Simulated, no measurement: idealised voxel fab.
Documented hereafter: the process module known as voxel transistor to metal.
The cross-section shown here is cut; it is 170 nm wide and divided into square cells measuring 5 nm on a side.
Cross-section layout: square cells on a grid; listed as bands, top to bottom; a band spans one or more cell rows.
Band entry format. Leading values: height of top, height of bottom, nm. Remainder: materials in left-to-right order, each with its width in nm. Special words: "edge to edge" on a single material, which then fills the band edge to edge; "air", empty space.
Basically, 0 is our baseline, since under it the wafer straight out of the box is all one material. The bottom band has no lower end and keeps on going down, so it looks like "top 0, no bottom".
A width given as "30..40" starts at the first number in the band's top row and ends at the second number in its bottom row, shifting by an equal amount at every step from row to row.
The designation "remained unchanged", where it is given for a processing step, indicates that no cell of the cross-section was altered in the course of that step.
Basically, "Enclosed internal cavities" tells you about the enclosed voids: empty spaces with no open way to the top, 8 cells or bigger, each written width x height at distance, where distance is from the left edge, all in nm.
What comes after the settings on a step's line is commentary from the simulator itself on that step.
For masked steps, "overlay nm" on the step line gives how far right of plan the mask actually lay; a minus sign means it lay to the left.
Planned process steps
1) RECEIVE: material Si
2) CONFORMAL_DEP: material SiO2, thk nm 5
3) CONFORMAL_DEP: material SiN, thk nm 10
4) DIRECTIONAL_DEP: material aC, thk nm 10
5) PATTERN: tone cover, mask id ACTIVE, material resist, width nm 110, thk nm 25, overlay nm 0
6) DIRECTIONAL_ETCH: etch materials aC, depth nm 10
7) STRIP: etch materials resist
8) DIRECTIONAL_ETCH: etch materials SiN, depth nm 10
9) DIRECTIONAL_ETCH: etch materials SiO2, depth nm 5
10) DIRECTIONAL_ETCH: etch materials Si, depth nm 20
11) STRIP: etch materials aC
12) FILL_DEP: material SiO2, thk nm 15
13) CMP: height nm 15
14) SELECTIVE_ETCH: etch materials SiO2, depth nm 5
15) STRIP: etch materials SiN
16) SELECTIVE_ETCH: etch materials SiO2, depth nm 5
17) OXIDIZE: depth nm 5
18) DIRECTIONAL_DEP: material polySi, thk nm 30
19) DIRECTIONAL_DEP: material SiCN, thk nm 15
20) MASKED_ETCH: tone cover, mask id GATE, width nm 30, etch materials SiCN, depth nm 25, overlay nm 0
21) MASKED_ETCH: tone cover, mask id GATE, width nm 30, etch materials polySi, depth nm 40, overlay nm 0
22) CONFORMAL_DEP: material SiN, thk nm 5
23) DIRECTIONAL_ETCH: etch materials SiN, depth nm 5
24) DIRECTIONAL_ETCH: etch materials SiO2, depth nm 5
25) DIRECTIONAL_ETCH: etch materials Si, depth nm 15
26) EPI: material pSi, thk nm 15
27) FILL_DEP: material SiO2, thk nm 10
28) CMP: height nm 30
29) STRIP: etch materials polySi
30) SELECTIVE_ETCH: etch materials SiO2, depth nm 5
31) CONFORMAL_DEP: material HfO2, thk nm 5
32) CONFORMAL_DEP: material TiN, thk nm 5
33) FILL_DEP: material W, thk nm 5
34) CMP: height nm 25
35) DIRECTIONAL_DEP: material SiO2, thk nm 10
36) PATTERN: tone open, mask id CONTACT, material resist, width nm 15, pitch nm 75, thk nm 20, overlay nm 0
37) DIRECTIONAL_ETCH: etch materials SiO2, depth nm 40
38) STRIP: etch materials resist
39) CONFORMAL_DEP: material TiN, thk nm 5
40) FILL_DEP: material Ru, thk nm 10
41) CMP: height nm 35
42) DIRECTIONAL_DEP: material TiN, thk nm 5
43) DIRECTIONAL_DEP: material W, thk nm 25
44) DIRECTIONAL_DEP: material aC, thk nm 15
45) PATTERN: tone cover, mask id METAL_1, material resist, width nm 15, pitch nm 75, thk nm 30, overlay nm 0
46) DIRECTIONAL_ETCH: etch materials aC, depth nm 15
47) STRIP: etch materials resist
48) DIRECTIONAL_ETCH: etch materials W, depth nm 25
49) DIRECTIONAL_ETCH: etch materials TiN, depth nm 5
50) STRIP: etch materials aC
51) CONFORMAL_DEP: material SiCN, thk nm 5
52) FILL_DEP: material lowk, thk nm 10
53) CMP: height nm 65
54) CONFORMAL_DEP: material SiCN, thk nm 5
Received-state cross-section, reflecting completion of step 1
    top 0, no bottom: Si edge to edge
    Enclosed internal cavities: none
Wafer at module end, in section. Began as above, planned as above, run with one mistake
    top 70, bottom 65: SiCN edge to edge
    top 65, bottom 40: 30 nm lowk | 5 nm SiCN | 25 nm W | 5 nm SiCN | 40 nm lowk | 5 nm SiCN | 25 nm W | 5 nm SiCN | 30 nm lowk
    top 40, bottom 35: 35 nm SiCN | 25 nm TiN | 50 nm SiCN | 25 nm TiN | 35 nm SiCN
    top 35, bottom 25: 40 nm SiO2 | 5 nm TiN | 5 nm Ru | 5 nm TiN | 60 nm SiO2 | 5 nm TiN | 5 nm Ru | 5 nm TiN | 40 nm SiO2
    top 25, bottom 15: 40 nm SiO2 | 5 nm TiN | 5 nm Ru | 5 nm TiN | 10 nm SiO2 | 5 nm SiN | 5 nm HfO2 | 5 nm TiN | 10 nm W | 5 nm TiN | 5 nm HfO2 | 5 nm SiN | 10 nm SiO2 | 5 nm TiN | 5 nm Ru | 5 nm TiN | 40 nm SiO2
    top 15, bottom 10: 40 nm SiO2 | 15 nm TiN | 10 nm SiO2 | 5 nm SiN | 5 nm HfO2 | 5 nm TiN | 10 nm W | 5 nm TiN | 5 nm HfO2 | 5 nm SiN | 10 nm SiO2 | 15 nm TiN | 40 nm SiO2
    top 10, bottom 5: 40 nm SiO2 | 10 nm TiN | 15 nm pSi | 5 nm SiN | 5 nm HfO2 | 5 nm TiN | 10 nm W | 5 nm TiN | 5 nm HfO2 | 5 nm SiN | 15 nm pSi | 10 nm TiN | 40 nm SiO2
    top 5, bottom 0: 25 nm SiO2 | 5 nm SiN | 10 nm SiO2 | 10 nm TiN | 15 nm pSi | 5 nm SiN | 5 nm HfO2 | 20 nm TiN | 5 nm HfO2 | 5 nm SiN | 15 nm pSi | 10 nm TiN | 10 nm SiO2 | 5 nm SiN | 25 nm SiO2
    top 0, bottom -5: 40 nm SiO2 | 10 nm TiN | 15 nm pSi | 40 nm HfO2 | 15 nm pSi | 10 nm TiN | 40 nm SiO2
    top -5, bottom -20: 30 nm SiO2 | 35 nm pSi | 40 nm Si | 35 nm pSi | 30 nm SiO2
    top -20, no bottom: Si edge to edge
    Enclosed internal cavities: none
Finding, execution versus plan: off-plan run, step 45, actual operation and settings PATTERN: tone cover, mask id METAL_1, material resist, width nm 25, pitch nm 75, thk nm 30, overlay nm 0
